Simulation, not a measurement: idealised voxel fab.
process module | voxel gate over fins
cross-section cut | 215 nm wide | cells 5 nm
A cross-section is a grid of square cells, given in bands from the top down. A band is one or more rows of cells.
Each band's line starts with the height of the band's top and of its bottom, in nm. Then come its materials from left to right, each with its width in nm. One material with "throughout" fills the band from edge to edge. "air" is empty space.
Height 0 is the level under which the wafer as received is all one material. The lowest band goes on downwards, as in "0 down".
A width such as "30 to 40" changes by the same amount from each row of cells to the next, from the band's top row to its bottom row.
"no change" after a step means that no cell of the cross-section changed.
closed voids: empty space of 8 cells or more with no open way to the top, each as width x height at its distance from the left edge, in nm
after a step's settings: what the simulator itself notes on the step
overlay nm, on a step with a mask: how far to the right of its planned place the mask lay; to the left if negative
plan
1 op RECEIVE | material Si
2 op CONFORMAL_DEP | material SiN | thk nm 5
3 op MASKED_ETCH | tone cover | mask id FINS | width nm 15 | pitch nm 60 | etch materials SiN | depth nm 5 | overlay nm 0
4 op MASKED_ETCH | tone cover | mask id FINS | width nm 15 | pitch nm 60 | etch materials Si | depth nm 30 | overlay nm 0
5 op FILL_DEP | material SiO2 | thk nm 5
6 op CMP | height nm 5
7 op MASKED_ETCH | tone open | mask id RAIL | width nm 15 | etch materials SiO2 | depth nm 30 | overlay nm 0
8 op CONFORMAL_DEP | material TiN | thk nm 5
9 op FILL_DEP | material W | thk nm 5
10 op CMP | height nm 5
11 op SELECTIVE_ETCH | etch materials W Ru TiN | depth nm 25
12 op FILL_DEP | material SiO2 | thk nm 5
13 op CMP | height nm 5
14 op SELECTIVE_ETCH | etch materials SiO2 | depth nm 15
15 op STRIP | etch materials SiN
16 op CONFORMAL_DEP | material HfO2 | thk nm 5
17 op CONFORMAL_DEP | material TiN | thk nm 5
18 op CONFORMAL_DEP | material TiAl | thk nm 5
19 op CONFORMAL_DEP | material TiN | thk nm 5
20 op FILL_DEP | material W | thk nm 10
21 op CMP | height nm 25
22 op CONFORMAL_DEP | material SiN | thk nm 5
first wafer, as planned
as received, after step 1
  0 down: Si throughout
  closed voids: none
after step 2
  5 to 0: SiN throughout
  below 0: unchanged
after step 3
  5 to 0: air 70 | SiN 15 | air 45 | SiN 15 | air 70
  below 0: unchanged
after step 4
  5 to 0: air 70 | SiN 15 | air 45 | SiN 15 | air 70
  0 to -30: air 70 | Si 15 | air 45 | Si 15 | air 70
  below -30: unchanged
after step 5
  10 to 5: SiO2 throughout
  5 to 0: SiO2 70 | SiN 15 | SiO2 45 | SiN 15 | SiO2 70
  0 to -30: SiO2 70 | Si 15 | SiO2 45 | Si 15 | SiO2 70
  below -30: unchanged
after step 6
  5 to 0: SiO2 70 | SiN 15 | SiO2 45 | SiN 15 | SiO2 70
  below 0: unchanged
after step 7
  5 to 0: SiO2 70 | SiN 15 | SiO2 15 | air 15 | SiO2 15 | SiN 15 | SiO2 70
  0 to -25: SiO2 70 | Si 15 | SiO2 15 | air 15 | SiO2 15 | Si 15 | SiO2 70
  below -25: unchanged
after step 8
  10 to 5: TiN 105 | air 5 | TiN 105
  5 to 0: SiO2 70 | SiN 15 | SiO2 15 | TiN 5 | air 5 | TiN 5 | SiO2 15 | SiN 15 | SiO2 70
  0 to -20: SiO2 70 | Si 15 | SiO2 15 | TiN 5 | air 5 | TiN 5 | SiO2 15 | Si 15 | SiO2 70
  -20 to -25: SiO2 70 | Si 15 | SiO2 15 | TiN 15 | SiO2 15 | Si 15 | SiO2 70
  below -25: unchanged
after step 9
  15 to 10: W throughout
  10 to 5: TiN 105 | W 5 | TiN 105
  5 to 0: SiO2 70 | SiN 15 | SiO2 15 | TiN 5 | W 5 | TiN 5 | SiO2 15 | SiN 15 | SiO2 70
  0 to -20: SiO2 70 | Si 15 | SiO2 15 | TiN 5 | W 5 | TiN 5 | SiO2 15 | Si 15 | SiO2 70
  below -20: unchanged
after step 10
  5 to 0: SiO2 70 | SiN 15 | SiO2 15 | TiN 5 | W 5 | TiN 5 | SiO2 15 | SiN 15 | SiO2 70
  below 0: unchanged
after step 11
  5 to 0: SiO2 70 | SiN 15 | SiO2 15 | air 15 | SiO2 15 | SiN 15 | SiO2 70
  0 to -20: SiO2 70 | Si 15 | SiO2 15 | air 15 | SiO2 15 | Si 15 | SiO2 70
  below -20: unchanged
after step 12
  10 to 5: SiO2 throughout
  5 to 0: SiO2 70 | SiN 15 | SiO2 45 | SiN 15 | SiO2 70
  0 to -20: SiO2 70 | Si 15 | SiO2 45 | Si 15 | SiO2 70
  below -20: unchanged
after step 13
  5 to 0: SiO2 70 | SiN 15 | SiO2 45 | SiN 15 | SiO2 70
  below 0: unchanged
after step 14
  5 to 0: air 70 | SiN 15 | air 45 | SiN 15 | air 70
  0 to -10: air 70 | Si 15 | air 45 | Si 15 | air 70
  below -10: unchanged
after step 15
  0 to -10: air 70 | Si 15 | air 45 | Si 15 | air 70
  below -10: unchanged
after step 16
  5 to 0: air 65 | HfO2 25 | air 35 | HfO2 25 | air 65
  0 to -5: air 65 | HfO2 5 | Si 15 | HfO2 5 | air 35 | HfO2 5 | Si 15 | HfO2 5 | air 65
  -5 to -10: HfO2 70 | Si 15 | HfO2 45 | Si 15 | HfO2 70
  below -10: unchanged
after step 17
  10 to 5: air 60 | TiN 35 | air 25 | TiN 35 | air 60
  5 to 0: air 60 | TiN 5 | HfO2 25 | TiN 5 | air 25 | TiN 5 | HfO2 25 | TiN 5 | air 60
  0 to -5: TiN 65 | HfO2 5 | Si 15 | HfO2 5 | TiN 35 | HfO2 5 | Si 15 | HfO2 5 | TiN 65
  below -5: unchanged
after step 18
  15 to 10: air 55 | TiAl 45 | air 15 | TiAl 45 | air 55
  10 to 5: air 55 | TiAl 5 | TiN 35 | TiAl 5 | air 15 | TiAl 5 | TiN 35 | TiAl 5 | air 55
  5 to 0: TiAl 60 | TiN 5 | HfO2 25 | TiN 5 | TiAl 25 | TiN 5 | HfO2 25 | TiN 5 | TiAl 60
  below 0: unchanged
after step 19
  20 to 15: air 50 | TiN 55 | air 5 | TiN 55 | air 50
  15 to 10: air 50 | TiN 5 | TiAl 45 | TiN 5 | air 5 | TiN 5 | TiAl 45 | TiN 5 | air 50
  10 to 5: TiN 55 | TiAl 5 | TiN 35 | TiAl 5 | TiN 15 | TiAl 5 | TiN 35 | TiAl 5 | TiN 55
  below 5: unchanged
after step 20
  30 to 20: W throughout
  20 to 15: W 50 | TiN 55 | W 5 | TiN 55 | W 50
  15 to 10: W 50 | TiN 5 | TiAl 45 | TiN 5 | W 5 | TiN 5 | TiAl 45 | TiN 5 | W 50
  below 10: unchanged
after step 21
  25 to 20: W throughout
  below 20: unchanged
after step 22
  30 to 25: SiN throughout
  below 25: unchanged
second wafer: like start, like plan, one mistake. Through step 16 it matches the first wafer
when step 17 should have ended
  20 to 10: air 50 | TiN 55 | air 5 | TiN 55 | air 50
  10 to 5: TiN throughout
  5 to 0: TiN 65 | HfO2 25 | TiN 35 | HfO2 25 | TiN 65
  0 to -5: TiN 65 | HfO2 5 | Si 15 | HfO2 5 | TiN 35 | HfO2 5 | Si 15 | HfO2 5 | TiN 65
  below -5: unchanged
when step 18 should have ended
  25 to 20: air 45 | TiAl 125 | air 45
  20 to 15: air 45 | TiAl 5 | TiN 55 | TiAl 5 | TiN 55 | TiAl 5 | air 45
  15 to 10: TiAl 50 | TiN 55 | TiAl 5 | TiN 55 | TiAl 50
  below 10: unchanged
when step 19 should have ended
  30 to 25: air 40 | TiN 135 | air 40
  25 to 20: air 40 | TiN 5 | TiAl 125 | TiN 5 | air 40
  20 to 15: TiN 45 | TiAl 5 | TiN 55 | TiAl 5 | TiN 55 | TiAl 5 | TiN 45
  below 15: unchanged
when step 20 should have ended
  40 to 30: W throughout
  30 to 25: W 40 | TiN 135 | W 40
  25 to 20: W 40 | TiN 5 | TiAl 125 | TiN 5 | W 40
  below 20: unchanged
when step 21 should have ended
  25 to 20: W 40 | TiN 5 | TiAl 125 | TiN 5 | W 40
  below 20: unchanged
when step 22 should have ended
  30 to 25: SiN throughout
  below 25: unchanged
what went wrong: step 17 ran as: op CONFORMAL_DEP | material TiN | thk nm 15
at the end the second wafer has, in cells: 2 fewer of TiAl | 71 more of TiN | 69 fewer of W
